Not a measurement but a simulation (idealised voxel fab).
process module | voxel tone inversion
cross-section cut | 210 nm wide | cells 5 nm
A cross-section is a grid of square cells, given in bands from the top down. A band is one or more rows of cells.
Each band's line starts with the height of the band's top and of its bottom, in nm. Then come its materials from left to right, each with its width in nm. One material with "throughout" fills the band from edge to edge. "air" is empty space.
Height 0 is the level under which the wafer as received is all one material. The lowest band goes on downwards, as in "0 down".
A width such as "30 to 40" changes by the same amount from each row of cells to the next, from the band's top row to its bottom row.
"no change" after a step means that no cell of the cross-section changed.
closed voids: empty space of 8 cells or more with no open way to the top, each as width x height at its distance from the left edge, in nm
after a step's settings: what the simulator itself notes on the step
overlay nm, on a step with a mask: how far to the right of its planned place the mask lay; to the left if negative
plan
1 op RECEIVE | material Si
2 op CONFORMAL_DEP | material SiCN | thk nm 5
3 op DIRECTIONAL_DEP | material polySi | thk nm 25
4 op PATTERN | tone cover | mask id POSTS | material resist | width nm 20 | pitch nm 35 | thk nm 35 | overlay nm 0
5 op DIRECTIONAL_ETCH | etch materials polySi | depth nm 25
6 op STRIP | etch materials resist
7 op FILL_DEP | material lowk | thk nm 5
8 op CMP | height nm 30
9 op STRIP | etch materials polySi
as received, after step 1
  0 down: Si throughout
  closed voids: none
first wafer at the end, as planned
  30 to 5: lowk 75 | air 20 | lowk 15 | air 20 | lowk 80
  5 to 0: SiCN throughout
  0 down: Si throughout
  closed voids: none
second wafer at the end: like start, like plan, one mistake
  30 to 0: SiCN throughout
  0 down: Si throughout
  closed voids: none
what went wrong: step 3 ran as: op DIRECTIONAL_DEP | material SiCN | thk nm 25
at the end the second wafer has, in cells: 210 more of SiCN | 170 fewer of lowk
